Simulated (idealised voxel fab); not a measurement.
voxel plated lines: a process module
270 nm wide, 5 nm square cells: that's cross-section cut.
Square cells in a grid make up a cross-section in this document, and the grid is given as bands, listed from the top down, each one or more rows of cells. Each band's line starts with the height of the band's top and of its bottom, in nm. Then come its materials from left to right, each with its width in nm. One material with "full width" fills the band from edge to edge. "blank" is empty space. Measure heights from 0. That's the level where, below it, the as-received wafer is all one material. The lowest band is bottomless and extends downward; write it as in "top 0, no bottom". The notation "30->40" denotes a width that varies across the rows of cells in the band, beginning at the first number in the top row, finishing at the second number in the bottom row, and changing by an identical amount from each row to the next. You'll sometimes find "no alterations made" written for a step, and that's the way of saying that nowhere in the cross-section did a cell change during that step. Closed-off voids of 8+ cells (no open route to the top) go in "Sealed internal cavities", written width x height at distance from the left edge, in nm. Note: text after step settings on the step line = simulator remark on that step. Among the settings permitted on a step's line is "overlay nm"; applied to a step with a mask, it specifies the extent to which the mask lay to the right of its planned position, whereas a negative figure signifies a position to the left.

Process steps foreseen in the plan:
| 1 | op RECEIVE | material Si |
| 2 | op CONFORMAL_DEP | material SiO2 | thk nm 15 |
| 3 | op DIRECTIONAL_DEP | material TiN | thk nm 5 |
| 4 | op PATTERN | tone open | mask id LINES | material resist | width nm 15 | pitch nm 40 | thk nm 25 | overlay nm 0 |
| 5 | op EPI | material Ru | thk nm 5 |
| 6 | op EPI | material Ru | thk nm 10 |
| 7 | op STRIP | etch materials resist |
| 8 | op DIRECTIONAL_ETCH | etch materials TiN | depth nm 5 |
| 9 | op CONFORMAL_DEP | material SiCN | thk nm 5 |

Step 1 complete: cross-section of the wafer as received:
    top 0, no bottom: Si full width
    Sealed internal cavities: none

Cross-sectional image of the first of two wafers at the end of the module, the run having proceeded as planned:
    top 40, bottom 35: blank: 60 / SiCN: 25 / blank: 15 / SiCN: 25 / blank: 15 / SiCN: 25 / blank: 15 / SiCN: 25 / blank: 65
    top 35, bottom 20: blank: 60 / SiCN: 5 / Ru: 15 / SiCN: 5 / blank: 15 / SiCN: 5 / Ru: 15 / SiCN: 5 / blank: 15 / SiCN: 5 / Ru: 15 / SiCN: 5 / blank: 15 / SiCN: 5 / Ru: 15 / SiCN: 5 / blank: 65
    top 20, bottom 15: SiCN: 65 / TiN: 15 / SiCN: 25 / TiN: 15 / SiCN: 25 / TiN: 15 / SiCN: 25 / TiN: 15 / SiCN: 70
    top 15, bottom 0: SiO2 full width
    top 0, no bottom: Si full width
    Sealed internal cavities: none

Second wafer cross-section at end of module - shared start and plan with the first, one mistake in the run:
    top 25, bottom 20: blank: 60 / SiCN: 25 / blank: 15 / SiCN: 25 / blank: 15 / SiCN: 25 / blank: 15 / SiCN: 25 / blank: 65
    top 20, bottom 5: blank: 60 / SiCN: 5 / Ru: 15 / SiCN: 5 / blank: 15 / SiCN: 5 / Ru: 15 / SiCN: 5 / blank: 15 / SiCN: 5 / Ru: 15 / SiCN: 5 / blank: 15 / SiCN: 5 / Ru: 15 / SiCN: 5 / blank: 65
    top 5, bottom 0: SiCN: 65 / TiN: 15 / SiCN: 25 / TiN: 15 / SiCN: 25 / TiN: 15 / SiCN: 25 / TiN: 15 / SiCN: 70
    top 0, no bottom: Si full width
    Sealed internal cavities: none
Short version of what went wrong: step 2 of the plan got skipped, so it never ran
Final cells, second wafer relative to first, materials higher or lower: SiO2 -162
